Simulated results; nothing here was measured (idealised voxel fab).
The document below concerns the process module designated voxel wiring stack.
We display cut, a cross-section 285 nm in width whose square cells are each 5 nm.
A cross-section in this document is a grid of square cells, and it is written down as bands, the top band listed before the ones below it; a band is made up of one or more rows of cells. What a band's entry tells you: where the top is and where the bottom is, as heights in nm, and after that what lies inside, material by material from left to right, each with its width in nm. Empty space is written as the word "empty", and a single material marked with the word "full width" occupies the band from edge to edge. Counting heights begins at 0, where everything beneath is, in the wafer as received, one material. The lowest band has no bottom; it goes on downwards, as "0 nm and below" shows. Top row gets the first number, bottom row gets the second, and each row in between changes by the same step: that is how a band width like "30->40" works. Where a step carries "remained the same", the cross-section came out of it unchanged, cell for cell. Any empty space of 8 cells or more lacking an open way to the top shows up in "Closed cavities" as width x height at distance, distance from the left edge, in nm. If you see something after the settings on a step's line, that's the simulator's own remark about that step. A step's line can hold "overlay nm"; with a mask on that step, the setting says how far right of the planned place the mask lay, while a negative setting says it lay to the left.
List of planned process steps
1 RECEIVE: material Si
2 CONFORMAL_DEP: material SiO2, thk nm 15
3 CONFORMAL_DEP: material SiCN, thk nm 5
4 DIRECTIONAL_DEP: material lowk, thk nm 25
5 MASKED_ETCH: tone open, mask id METAL_1, width nm 25, pitch nm 50, etch materials lowk, depth nm 25, overlay nm 0
6 MASKED_ETCH: tone open, mask id METAL_1, width nm 25, pitch nm 50, etch materials SiCN, depth nm 5, overlay nm 0
7 CONFORMAL_DEP: material TiN, thk nm 5
8 FILL_DEP: material Cu, thk nm 10
9 CMP: height nm 45
10 CONFORMAL_DEP: material SiCN, thk nm 5
11 DIRECTIONAL_DEP: material lowk, thk nm 15
12 DIRECTIONAL_DEP: material aC, thk nm 10
13 PATTERN: tone open, mask id PLUG_1, material resist, width nm 15, pitch nm 50, thk nm 25, overlay nm 0
14 DIRECTIONAL_ETCH: etch materials aC, depth nm 10
15 STRIP: etch materials resist
16 DIRECTIONAL_ETCH: etch materials lowk, depth nm 15
17 DIRECTIONAL_ETCH: etch materials SiCN, depth nm 5
18 STRIP: etch materials aC
19 CONFORMAL_DEP: material TiN, thk nm 5
20 FILL_DEP: material Cu, thk nm 5
21 CMP: height nm 65
22 CONFORMAL_DEP: material SiCN, thk nm 5
23 DIRECTIONAL_DEP: material SiO2, thk nm 25
24 DIRECTIONAL_DEP: material aC, thk nm 15
25 PATTERN: tone open, mask id METAL_2, material resist, width nm 25, pitch nm 50, thk nm 30, overlay nm 0
26 DIRECTIONAL_ETCH: etch materials aC, depth nm 15
27 STRIP: etch materials resist
28 DIRECTIONAL_ETCH: etch materials SiO2, depth nm 25
29 DIRECTIONAL_ETCH: etch materials SiCN, depth nm 5
30 STRIP: etch materials aC
31 CONFORMAL_DEP: material TiN, thk nm 5
32 FILL_DEP: material Cu, thk nm 10
33 CMP: height nm 95
34 EPI: material Ru, thk nm 5
35 FILL_DEP: material SiCN, thk nm 5
36 DIRECTIONAL_DEP: material SiO2, thk nm 30
37 MASKED_ETCH: tone open, mask id METAL_3_HOLES, width nm 15, pitch nm 50, etch materials SiO2, depth nm 30, overlay nm 0
38 DIRECTIONAL_DEP: material aC, thk nm 15
39 PATTERN: tone open, mask id METAL_3, material resist, width nm 25, pitch nm 50, thk nm 30, overlay nm 0
40 DIRECTIONAL_ETCH: etch materials aC, depth nm 15
41 STRIP: etch materials resist
42 DIRECTIONAL_ETCH: etch materials SiO2, depth nm 20
43 DIRECTIONAL_ETCH: etch materials SiCN, depth nm 5
44 STRIP: etch materials aC
45 CONFORMAL_DEP: material TiN, thk nm 5
46 FILL_DEP: material Cu, thk nm 10
47 CMP: height nm 135
48 CONFORMAL_DEP: material SiCN, thk nm 5
Cross-section, incoming material, after step 1
	0 nm and below  Si full width
	Closed cavities: none
This is how the wafer looks in cross-section once the module is done, given the starting state and plan above and one mistake in carrying the plan out
	140 nm to 135 nm  SiCN full width
	135 nm to 120 nm  SiO2 (55), TiN (5), Cu (15), TiN (5), SiO2 (25), TiN (5), Cu (15), TiN (5), SiO2 (25), TiN (5), Cu (15), TiN (5), SiO2 (25), TiN (5), Cu (15), TiN (5), SiO2 (55)
	120 nm to 115 nm  SiO2 (55), TiN (5), Cu (5), TiN (15), SiO2 (25), TiN (5), Cu (5), TiN (15), SiO2 (25), TiN (5), Cu (5), TiN (15), SiO2 (25), TiN (5), Cu (5), TiN (15), SiO2 (55)
	115 nm to 105 nm  SiO2 (55), TiN (5), Cu (5), TiN (5), SiO2 (35), TiN (5), Cu (5), TiN (5), SiO2 (35), TiN (5), Cu (5), TiN (5), SiO2 (35), TiN (5), Cu (5), TiN (5), SiO2 (65)
	105 nm to 100 nm  SiCN (55), TiN (15), SiCN (35), TiN (15), SiCN (35), TiN (15), SiCN (35), TiN (15), SiCN (65)
	100 nm to 95 nm  SiCN (50), Ru (35), SiCN (15), Ru (35), SiCN (15), Ru (35), SiCN (15), Ru (35), SiCN (50)
	95 nm to 70 nm  SiO2 (55), TiN (5), Cu (15), TiN (5), SiO2 (25), TiN (5), Cu (15), TiN (5), SiO2 (25), TiN (5), Cu (15), TiN (5), SiO2 (25), TiN (5), Cu (15), TiN (5), SiO2 (55)
	70 nm to 65 nm  SiCN (55), TiN (25), SiCN (25), TiN (25), SiCN (25), TiN (25), SiCN (25), TiN (25), SiCN (55)
	65 nm to 50 nm  lowk (55), TiN (5), Cu (5), TiN (5), lowk (35), TiN (5), Cu (5), TiN (5), lowk (35), TiN (5), Cu (5), TiN (5), lowk (35), TiN (5), Cu (5), TiN (5), lowk (65)
	50 nm to 45 nm  SiCN (55), TiN (15), SiCN (35), TiN (15), SiCN (35), TiN (15), SiCN (35), TiN (15), SiCN (65)
	45 nm to 35 nm  lowk (55), TiN (5), Cu (15), TiN (5), lowk (25), TiN (5), Cu (15), TiN (5), lowk (25), TiN (5), Cu (15), TiN (5), lowk (25), TiN (5), Cu (15), TiN (5), lowk (55)
	35 nm to 30 nm  SiCN (55), TiN (25), SiCN (25), TiN (25), SiCN (25), TiN (25), SiCN (25), TiN (25), SiCN (55)
	30 nm to 0 nm  SiO2 full width
	0 nm and below  Si full width
	Closed cavities: none
Nonconformance to the process plan: step 2 in the plan was executed twice
